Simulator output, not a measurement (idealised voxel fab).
process module | voxel trench capacitor
cross-section cut | 255 nm wide | cells 5 nm
A cross-section is a grid of square cells, given in bands from the top down. A band is one or more rows of cells.
Each band's line starts with the height of the band's top and of its bottom, in nm. Then come its materials from left to right, each with its width in nm. One material with "throughout" fills the band from edge to edge. "air" is empty space.
Height 0 is the level under which the wafer as received is all one material. The lowest band goes on downwards, as in "0 down".
A width such as "30 to 40" changes by the same amount from each row of cells to the next, from the band's top row to its bottom row.
"no change" after a step means that no cell of the cross-section changed.
closed voids: empty space of 8 cells or more with no open way to the top, each as width x height at its distance from the left edge, in nm
after a step's settings: what the simulator itself notes on the step
overlay nm, on a step with a mask: how far to the right of its planned place the mask lay; to the left if negative
plan
1 op RECEIVE | material Si
2 op CONFORMAL_DEP | material SiN | thk nm 5
3 op PATTERN | tone open | mask id TRENCH | material resist | width nm 25 | pitch nm 40 | thk nm 20 | overlay nm 0
4 op DIRECTIONAL_ETCH | etch materials SiN | depth nm 5
5 op DIRECTIONAL_ETCH | etch materials Si | depth nm 30
6 op STRIP | etch materials resist
7 op CONFORMAL_DEP | material HfO2 | thk nm 5
8 op CONFORMAL_DEP | material TiN | thk nm 5
9 op FILL_DEP | material W | thk nm 5
10 op CMP | height nm 5
first wafer, as planned
as received, after step 1
  0 down: Si throughout
  closed voids: none
after step 2
  5 to 0: SiN throughout
  below 0: unchanged
after step 3
  25 to 5: resist 95 | air 25 | resist 15 | air 25 | resist 95
  below 5: unchanged
after step 4
  25 to 5: resist 95 | air 25 | resist 15 | air 25 | resist 95
  5 to 0: SiN 95 | air 25 | SiN 15 | air 25 | SiN 95
  below 0: unchanged
after step 5
  25 to 5: resist 95 | air 25 | resist 15 | air 25 | resist 95
  5 to 0: SiN 95 | air 25 | SiN 15 | air 25 | SiN 95
  0 to -30: Si 95 | air 25 | Si 15 | air 25 | Si 95
  below -30: unchanged
after step 6
  5 to 0: SiN 95 | air 25 | SiN 15 | air 25 | SiN 95
  below 0: unchanged
after step 7
  10 to 5: HfO2 100 | air 15 | HfO2 25 | air 15 | HfO2 100
  5 to 0: SiN 95 | HfO2 5 | air 15 | HfO2 5 | SiN 15 | HfO2 5 | air 15 | HfO2 5 | SiN 95
  0 to -25: Si 95 | HfO2 5 | air 15 | HfO2 5 | Si 15 | HfO2 5 | air 15 | HfO2 5 | Si 95
  -25 to -30: Si 95 | HfO2 25 | Si 15 | HfO2 25 | Si 95
  below -30: unchanged
after step 8
  15 to 10: TiN 105 | air 5 | TiN 35 | air 5 | TiN 105
  10 to 5: HfO2 100 | TiN 5 | air 5 | TiN 5 | HfO2 25 | TiN 5 | air 5 | TiN 5 | HfO2 100
  5 to 0: SiN 95 | HfO2 5 | TiN 5 | air 5 | TiN 5 | HfO2 5 | SiN 15 | HfO2 5 | TiN 5 | air 5 | TiN 5 | HfO2 5 | SiN 95
  0 to -20: Si 95 | HfO2 5 | TiN 5 | air 5 | TiN 5 | HfO2 5 | Si 15 | HfO2 5 | TiN 5 | air 5 | TiN 5 | HfO2 5 | Si 95
  -20 to -25: Si 95 | HfO2 5 | TiN 15 | HfO2 5 | Si 15 | HfO2 5 | TiN 15 | HfO2 5 | Si 95
  below -25: unchanged
after step 9
  20 to 15: W throughout
  15 to 10: TiN 105 | W 5 | TiN 35 | W 5 | TiN 105
  10 to 5: HfO2 100 | TiN 5 | W 5 | TiN 5 | HfO2 25 | TiN 5 | W 5 | TiN 5 | HfO2 100
  5 to 0: SiN 95 | HfO2 5 | TiN 5 | W 5 | TiN 5 | HfO2 5 | SiN 15 | HfO2 5 | TiN 5 | W 5 | TiN 5 | HfO2 5 | SiN 95
  0 to -20: Si 95 | HfO2 5 | TiN 5 | W 5 | TiN 5 | HfO2 5 | Si 15 | HfO2 5 | TiN 5 | W 5 | TiN 5 | HfO2 5 | Si 95
  below -20: unchanged
after step 10
  5 to 0: SiN 95 | HfO2 5 | TiN 5 | W 5 | TiN 5 | HfO2 5 | SiN 15 | HfO2 5 | TiN 5 | W 5 | TiN 5 | HfO2 5 | SiN 95
  below 0: unchanged
second wafer: like start, like plan, one mistake. Through step 2 it matches the first wafer
when step 3 should have ended
  25 to 5: air 95 | resist 25 | air 15 | resist 25 | air 95
  below 5: unchanged
when step 4 should have ended
  25 to 5: air 95 | resist 25 | air 15 | resist 25 | air 95
  5 to 0: air 95 | SiN 25 | air 15 | SiN 25 | air 95
  below 0: unchanged
when step 5 should have ended
  25 to 5: air 95 | resist 25 | air 15 | resist 25 | air 95
  5 to 0: air 95 | SiN 25 | air 15 | SiN 25 | air 95
  0 to -30: air 95 | Si 25 | air 15 | Si 25 | air 95
  below -30: unchanged
when step 6 should have ended
  5 to 0: air 95 | SiN 25 | air 15 | SiN 25 | air 95
  below 0: unchanged
when step 7 should have ended
  10 to 5: air 90 | HfO2 35 | air 5 | HfO2 35 | air 90
  5 to 0: air 90 | HfO2 5 | SiN 25 | HfO2 5 | air 5 | HfO2 5 | SiN 25 | HfO2 5 | air 90
  0 to -25: air 90 | HfO2 5 | Si 25 | HfO2 5 | air 5 | HfO2 5 | Si 25 | HfO2 5 | air 90
  -25 to -30: HfO2 95 | Si 25 | HfO2 15 | Si 25 | HfO2 95
  below -30: unchanged
when step 8 should have ended
  15 to 10: air 85 | TiN 85 | air 85
  10 to 5: air 85 | TiN 5 | HfO2 35 | TiN 5 | HfO2 35 | TiN 5 | air 85
  5 to 0: air 85 | TiN 5 | HfO2 5 | SiN 25 | HfO2 5 | TiN 5 | HfO2 5 | SiN 25 | HfO2 5 | TiN 5 | air 85
  0 to -20: air 85 | TiN 5 | HfO2 5 | Si 25 | HfO2 5 | TiN 5 | HfO2 5 | Si 25 | HfO2 5 | TiN 5 | air 85
  -20 to -25: TiN 90 | HfO2 5 | Si 25 | HfO2 5 | TiN 5 | HfO2 5 | Si 25 | HfO2 5 | TiN 90
  below -25: unchanged
when step 9 should have ended
  20 to 15: W throughout
  15 to 10: W 85 | TiN 85 | W 85
  10 to 5: W 85 | TiN 5 | HfO2 35 | TiN 5 | HfO2 35 | TiN 5 | W 85
  5 to 0: W 85 | TiN 5 | HfO2 5 | SiN 25 | HfO2 5 | TiN 5 | HfO2 5 | SiN 25 | HfO2 5 | TiN 5 | W 85
  0 to -20: W 85 | TiN 5 | HfO2 5 | Si 25 | HfO2 5 | TiN 5 | HfO2 5 | Si 25 | HfO2 5 | TiN 5 | W 85
  below -20: unchanged
when step 10 should have ended
  5 to 0: W 85 | TiN 5 | HfO2 5 | SiN 25 | HfO2 5 | TiN 5 | HfO2 5 | SiN 25 | HfO2 5 | TiN 5 | W 85
  below 0: unchanged
what went wrong: step 3 ran as: op PATTERN | tone cover | mask id TRENCH | material resist | width nm 25 | pitch nm 40 | thk nm 20 | overlay nm 0
at the end the second wafer has, in cells: 31 more of HfO2 | 186 fewer of Si | 31 fewer of SiN | 26 more of TiN | 160 more of W
